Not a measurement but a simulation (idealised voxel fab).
Documented hereafter: the process module known as voxel quadruple lines.
Cross-section cut spans 280 nm and uses square cells 5 nm in size.
Square cells in a grid make up a cross-section in this document, and the grid is given as bands, listed from the top down, each one or more rows of cells. Per band: top height and bottom height in nm, followed by the left-to-right materials and their widths in nm; "throughout" marks a single material spanning edge to edge, "air" marks empty space. Heights are measured from 0, the level below which the as-received wafer is all one material; the lowest band has no bottom and continues downward, written as in "0..down". With a width like "30->40", each row of cells in the band differs from the next by the same amount, the top row carrying the first number and the bottom row the second. "remained the same" (step): cross-section cells unchanged, all of them. What "Enclosed cavity list" gives you is every empty space of 8 cells or more that is cut off from the top. Each appears as width x height at distance, with the distance taken from the left edge and width, height and distance all in nm. What comes after the settings on a step's line is commentary from the simulator itself on that step. overlay nm: for a step with a mask, the amount by which the mask lay right of where it was planned; a negative amount means left of it.
# Set out below are the planned steps of the process
1: op RECEIVE | material Si
2: op CONFORMAL_DEP | material SiO2 | thk nm 10
3: op DIRECTIONAL_DEP | material W | thk nm 15
4: op DIRECTIONAL_DEP | material polySi | thk nm 20
5: op DIRECTIONAL_DEP | material aC | thk nm 20
6: op PATTERN | tone cover | mask id MANDREL | material resist | width nm 30 | thk nm 25 | overlay nm 0
7: op DIRECTIONAL_ETCH | etch materials aC | depth nm 20
8: op STRIP | etch materials resist
9: op CONFORMAL_DEP | material SiO2 | thk nm 10
10: op DIRECTIONAL_ETCH | etch materials SiO2 | depth nm 10
11: op STRIP | etch materials aC
12: op DIRECTIONAL_ETCH | etch materials polySi | depth nm 20
13: op STRIP | etch materials SiO2
14: op CONFORMAL_DEP | material SiN | thk nm 10
15: op DIRECTIONAL_ETCH | etch materials SiN | depth nm 10
16: op STRIP | etch materials polySi
17: op DIRECTIONAL_ETCH | etch materials W | depth nm 15
18: op STRIP | etch materials SiN
# Cross-section of the wafer as it came to us, i.e., already through step 1
* 0..down = Si throughout
* Enclosed cavity list: none
# first wafer at the end, as planned
* 25..10 = 105 nm air  10 nm W  10 nm air  10 nm W  10 nm air  10 nm W  10 nm air  10 nm W  105 nm air
* 10..0 = SiO2 throughout
* 0..down = Si throughout
* Enclosed cavity list: none
# Module end: cross-section of wafer two of two. Same start and process plan as the first wafer. One mistake during execution
* 25..10 = 115 nm air  10 nm W  10 nm air  10 nm W  10 nm air  10 nm W  10 nm air  10 nm W  95 nm air
* 10..0 = SiO2 throughout
* 0..down = Si throughout
* Enclosed cavity list: none
Want to know what went wrong? step 6 was processed under conditions differing from the plan, specifically as op PATTERN | tone cover | mask id MANDREL | material resist | width nm 30 | thk nm 25 | overlay nm 10
Same inventory, different map: at the end, the second wafer holds as many cells of each material as the first, placed elsewhere.
